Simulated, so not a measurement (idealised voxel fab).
A process module follows: voxel self aligned contacts.
cross-section cut | 290 nm wide | cells 5 nm
For the purposes of this document, a cross-section shall be understood as a grid of square cells, specified as bands listed in top-to-bottom order, each band consisting of one or more rows of cells. Each band's line starts with the height of the band's top and of its bottom, in nm. Then come its materials from left to right, each with its width in nm. One material with "edge to edge" fills the band from edge to edge. "empty" is empty space. Measure heights from 0. That's the level where, below it, the as-received wafer is all one material. The lowest band is bottomless and extends downward; write it as in "from 0 down". Graded width ("30 to 40"): value in top row of band = first number; value in bottom row = second number; row-to-row change constant. When a step is marked "same as before", none of the cells in the cross-section changed during that step. "Internal closed voids" - sealed voids, min. 8 cells, no opening to top; format: width x height at distance (distance from left edge; nm throughout). Heads up: the bit after the settings on a step's line is the simulator's remark on that step. Among the settings permitted on a step's line is "overlay nm"; applied to a step with a mask, it specifies the extent to which the mask lay to the right of its planned position, whereas a negative figure signifies a position to the left.
INTENDED PROCESS STEPS
| 1 | RECEIVE with material Si |
| 2 | CONFORMAL_DEP with material SiO2, thk nm 5 |
| 3 | DIRECTIONAL_DEP with material polySi, thk nm 30 |
| 4 | DIRECTIONAL_DEP with material SiN, thk nm 15 |
| 5 | DIRECTIONAL_DEP with material aC, thk nm 10 |
| 6 | PATTERN with tone cover, mask id GATE, material resist, width nm 35, pitch nm 70, thk nm 25, overlay nm 0 |
| 7 | DIRECTIONAL_ETCH with etch materials aC, depth nm 10 |
| 8 | STRIP with etch materials resist |
| 9 | DIRECTIONAL_ETCH with etch materials SiN, depth nm 15 |
| 10 | DIRECTIONAL_ETCH with etch materials polySi, depth nm 30 |
| 11 | STRIP with etch materials aC |
| 12 | CONFORMAL_DEP with material SiN, thk nm 5 |
| 13 | DIRECTIONAL_ETCH with etch materials SiN, depth nm 5 |
| 14 | FILL_DEP with material SiO2, thk nm 15 |
| 15 | CMP with height nm 60 |
| 16 | PATTERN with tone open, mask id CONTACT, material resist, width nm 55, thk nm 15, overlay nm 0 |
| 17 | DIRECTIONAL_ETCH with etch materials SiO2, depth nm 60 |
| 18 | STRIP with etch materials resist |
| 19 | CONFORMAL_DEP with material TiN, thk nm 5 |
| 20 | FILL_DEP with material W, thk nm 10 |
| 21 | CMP with height nm 60 |
| 22 | CONFORMAL_DEP with material SiN, thk nm 5 |
STEP 1 COMPLETE: CROSS-SECTION OF THE WAFER AS RECEIVED
    from 0 down | Si edge to edge
    Internal closed voids: none
HERE'S THE CROSS-SECTION OF THE FIRST OF OUR TWO WAFERS AT THE END OF THE MODULE - IT RAN AS PLANNED
    from 65 to 60 | SiN edge to edge
    from 60 to 50 | SiO2 (115), TiN (5 to 20), W (45 to 15), TiN (5 to 20), SiO2 (120)
    from 50 to 35 | SiO2 (85), SiN (45), TiN (5), W (15), TiN (5), SiN (45), SiO2 (90)
    from 35 to 5 | SiO2 (85), SiN (5), polySi (35), SiN (5), TiN (5), W (15), TiN (5), SiN (5), polySi (35), SiN (5), SiO2 (90)
    from 5 to 0 | SiO2 (130), TiN (25), SiO2 (135)
    from 0 down | Si edge to edge
    Internal closed voids: none
WAFER TWO, END OF MODULE, CROSS-SECTION. SAME START, SAME PLAN AS WAFER ONE. ONE MISTAKE IN THE RUN
    from 65 to 60 | SiN edge to edge
    from 60 to 40 | SiO2 (85), SiN (5), polySi (35), SiN (5), TiN (5), W (15), TiN (5), SiN (5), polySi (35), SiN (5), SiO2 (90)
    from 40 to 35 | SiO2 (85), SiN (5), polySi (35), SiN (5), TiN (25), SiN (5), polySi (35), SiN (5), SiO2 (90)
    from 35 to 5 | polySi edge to edge
    from 5 to 0 | SiO2 edge to edge
    from 0 down | Si edge to edge
    Internal closed voids: none
Here's what went sideways: plan step 3 was twice executed
Cell-count delta at end, second wafer over first, by material: -58 SiN | -229 SiO2 | -20 TiN | -27 W | +334 polySi
